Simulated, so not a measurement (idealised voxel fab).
The process module presented herein is designated voxel lift off.
Pictured: cross-section cut, 165 nm wide, on a grid of 5 nm square cells.
A cross-section is written here as square cells arranged in a grid, and it is given in bands from the top down, each band taking up one or more rows of cells.
First you get the band's top height and its bottom height, in nm, and then the materials it's made of, left to right, with each width in nm. If you see a single material with "everywhere", that one covers the band edge to edge. "empty" is empty space.
Height reference: 0 = level under which incoming wafer is all one material. Lowest band: no bottom, runs on downward, e.g. "0 nm and below".
When a width is written as two numbers, as in "30 to 40", the first number is the width in the top row of cells of the band and the second is the width in its bottom row, and the width changes by the same amount from each row to the next.
You'll sometimes find "everything unchanged" written for a step, and that's the way of saying that nowhere in the cross-section did a cell change during that step.
So "Unvented cavities" is basically the list of trapped voids: any empty space of 8 cells or more that can't reach the top through an opening. They're written width x height at distance, the distance being from the left edge, and it's all nm.
What comes after the settings on a step's line is commentary from the simulator itself on that step.
The line of a step may include "overlay nm". On a step with a mask, this value is how far to the right of its planned place the mask lay. A negative value means the mask lay to the left.
Process steps (planned):
1: RECEIVE, material Si
2: CONFORMAL_DEP, material SiO2, thk nm 15
3: PATTERN, tone open, mask id LINES, material resist, width nm 20, pitch nm 35, thk nm 25, overlay nm 0
4: DIRECTIONAL_DEP, material Ru, thk nm 15
5: STRIP, etch materials resist
6: CONFORMAL_DEP, material SiN, thk nm 10
This is the cross-section of the wafer as we received it, i.e. after step 1:
0 nm and below  Si everywhere
Unvented cavities: none
Figure: cross-sectional view of the wafer upon completion of the module, processed from the initial state and according to the plan depicted above, with one error introduced during execution:
40 nm to 30 nm  SiN everywhere
30 nm to 15 nm  35 nm Ru; 20 nm SiN; 15 nm Ru; 20 nm SiN; 15 nm Ru; 20 nm SiN; 40 nm Ru
15 nm to 0 nm  SiO2 everywhere
0 nm and below  Si everywhere
Unvented cavities: none
Deviation from plan: step 3 ran with different settings than intended, the actual operation and settings being PATTERN, tone cover, mask id LINES, material resist, width nm 20, pitch nm 35, thk nm 25, overlay nm 0
